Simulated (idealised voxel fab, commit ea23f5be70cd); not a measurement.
process module | voxel released beams
cross-section cut | 260 nm wide | cells 5 nm
A cross-section is a grid of square cells, given in bands from the top down. A band is one or more rows of cells.
Each band's line starts with the height of the band's top and of its bottom, in nm. Then come its materials from left to right, each with its width in nm. One material with "throughout" fills the band from edge to edge. "air" is empty space.
Height 0 is the level under which the wafer as received is all one material. The lowest band goes on downwards, as in "0 down".
A width such as "30 to 40" changes by the same amount from each row of cells to the next, from the band's top row to its bottom row.
"no change" after a step means that no cell of the cross-section changed.
closed voids: empty space of 8 cells or more with no open way to the top, each as width x height at its distance from the left edge, in nm
after a step's settings: what the simulator itself notes on the step
overlay nm, on a step with a mask: how far to the right of its planned place the mask lay; to the left if negative
plan
1 op RECEIVE | material Si
2 op CONFORMAL_DEP | material Al2O3 | thk nm 5
3 op DIRECTIONAL_DEP | material SiO2 | thk nm 10
4 op MASKED_ETCH | tone open | mask id ANCHOR | width nm 45 | etch materials SiO2 | depth nm 5 | overlay nm 0
5 op CONFORMAL_DEP | material polySi | thk nm 15
6 op PATTERN | tone cover | mask id BEAM | material resist | width nm 130 | thk nm 20 | overlay nm 0
7 op DIRECTIONAL_ETCH | etch materials polySi | depth nm 15
8 op STRIP | etch materials resist
9 op STRIP | etch materials SiO2
varied across the wafers: depth nm of step 4. The plan shows the first wafer's value. All wafers start alike
first wafer as received, after step 1
  0 down: Si throughout
  closed voids: none
each wafer at the end: cells of each material gained (+) or lost (-) since it was received, then its closed voids
depth nm 5 | +52 Al2O3 | closed voids: none
depth nm 10 | +52 Al2O3 | +90 polySi | closed voids: none
depth nm 15 | +52 Al2O3 | +90 polySi | closed voids: none
depth nm 20 | +52 Al2O3 | +90 polySi | closed voids: none
depth nm 25 | +52 Al2O3 | +90 polySi | closed voids: none
